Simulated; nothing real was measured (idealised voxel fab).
The following process module bears the name voxel fin reveal.
cross-section cut | 275 nm wide | cells 5 nm
Notation: cross-section as square-cell grid; stated in bands, top first, going down; one or more cell rows per band.
The entry gives the band's vertical extent as a top height and a bottom height in nm, then its horizontal make-up as materials from left to right, each with a width in nm. "air" stands for empty space; a single material marked "full width" fills the band edge to edge.
Counting heights begins at 0, where everything beneath is, in the wafer as received, one material. The lowest band has no bottom; it goes on downwards, as "0 down" shows.
When a width is written as two numbers, as in "30..40", the first number is the width in the top row of cells of the band and the second is the width in its bottom row, and the width changes by the same amount from each row to the next.
"no change", as given for a step, is the statement that not any cell of the cross-section underwent a change during that step.
Voids not open to the top, 8 cells minimum: see "Tabulated closed voids". Written width x height at distance; distance is from the left edge; nm.
Heads up: the bit after the settings on a step's line is the simulator's remark on that step.
overlay nm: where the mask lay relative to plan, measured to the right, on steps with a mask; negatives go left.

**List of planned process steps**
1. RECEIVE,material Si
2. CONFORMAL_DEP,material SiN,thk nm 5
3. PATTERN,tone cover,mask id FINS,material resist,width nm 15,pitch nm 35,thk nm 15,overlay nm 0
4. DIRECTIONAL_ETCH,etch materials SiN,depth nm 5
5. DIRECTIONAL_ETCH,etch materials Si,depth nm 40
6. STRIP,etch materials resist
7. FILL_DEP,material SiO2,thk nm 10
8. CMP,height nm 5
9. SELECTIVE_ETCH,etch materials SiO2,depth nm 25
10. STRIP,etch materials SiN
11. CONFORMAL_DEP,material HfO2,thk nm 5

**Wafer cross-section on receipt, i.e. after step 1**
	0 down = Si full width
	Tabulated closed voids: none

**The plan above was carried out on the starting structure above with one mistake, and this cross-section shows the wafer at the end of the module**
	5 to 0 = air=70; HfO2=25; air=10; HfO2=25; air=10; HfO2=25; air=10; HfO2=25; air=75
	0 to -15 = air=70; HfO2=5; Si=15; HfO2=5; air=10; HfO2=5; Si=15; HfO2=5; air=10; HfO2=5; Si=15; HfO2=5; air=10; HfO2=5; Si=15; HfO2=5; air=75
	-15 to -20 = HfO2=75; Si=15; HfO2=20; Si=15; HfO2=20; Si=15; HfO2=20; Si=15; HfO2=80
	-20 to -80 = SiO2=75; Si=15; SiO2=20; Si=15; SiO2=20; Si=15; SiO2=20; Si=15; SiO2=80
	-80 down = Si full width
	Tabulated closed voids: none
Nonconformance to the process plan: heads up, step 5 of the plan got done twice
